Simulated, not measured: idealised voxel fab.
Process module under the name voxel gate over fins
Square cells of 5 nm make up the cross-section cut, whose width is 265 nm.
If you're reading a cross-section in this doc, picture square cells in a grid; it comes to you as bands, top ones listed first down to the bottom, and a band can be one or more rows of cells. For a band, the entry starts with two heights in nm, that of the top and then that of the bottom, and carries on with the band's materials in order from left to right, each alongside its width in nm; the word "all across" beside a single material means it fills the band edge to edge, and "air" means empty space. Basically, 0 is our baseline, since under it the wafer straight out of the box is all one material. The bottom band has no lower end and keeps on going down, so it looks like "0 down". Quick explanation for "30 to 40": the width changes in equal steps down the rows of cells, from the first number in the band's top row to the second number in its bottom row. Step note "changes: none" = no cross-section cell changed. Closed-off voids of 8+ cells (no open route to the top) go in "Trapped cavities", written width x height at distance from the left edge, in nm. If you see something after the settings on a step's line, that's the simulator's own remark about that step. overlay nm: on a step with a mask, how far right of its planned place the mask lay; negative means left.
### This section lists the process steps that were planned
| 1 | RECEIVE (material Si) |
| 2 | CONFORMAL_DEP (material SiN; thk nm 10) |
| 3 | MASKED_ETCH (tone cover; mask id FINS; width nm 15; pitch nm 35; etch materials SiN; depth nm 10; overlay nm 0) |
| 4 | MASKED_ETCH (tone cover; mask id FINS; width nm 15; pitch nm 35; etch materials Si; depth nm 40; overlay nm 0) |
| 5 | FILL_DEP (material SiO2; thk nm 5) |
| 6 | CMP (height nm 10) |
| 7 | SELECTIVE_ETCH (etch materials SiO2; depth nm 25) |
| 8 | STRIP (etch materials SiN) |
| 9 | CONFORMAL_DEP (material HfO2; thk nm 5) |
| 10 | CONFORMAL_DEP (material TiN; thk nm 5) |
| 11 | FILL_DEP (material W; thk nm 10) |
| 12 | CMP (height nm 15) |
| 13 | CONFORMAL_DEP (material SiCN; thk nm 5) |
### Received-state cross-section, reflecting completion of step 1
0 down: Si all across
Trapped cavities: none
### What the wafer looks like in cross-section after this module, when it starts as shown above and follows the plan above but one mistake is made in running it
20 to 15: SiCN all across
15 to 10: W all across
10 to 5: W 95 | HfO2 70 | W 100
5 to 0: W 95 | HfO2 5 | TiN 25 | HfO2 10 | TiN 25 | HfO2 5 | W 100
0 to -5: W 95 | HfO2 5 | TiN 5 | Si 15 | TiN 5 | HfO2 10 | TiN 5 | Si 15 | TiN 5 | HfO2 5 | W 100
-5 to -10: HfO2 100 | TiN 5 | Si 15 | TiN 5 | HfO2 10 | TiN 5 | Si 15 | TiN 5 | HfO2 105
-10 to -15: TiN 105 | Si 15 | TiN 20 | Si 15 | TiN 110
-15 to -40: SiO2 105 | Si 15 | SiO2 20 | Si 15 | SiO2 110
-40 down: Si all across
Trapped cavities: none
Here's what went sideways: mixed up steps 9 and 10 - ran each in the other's place
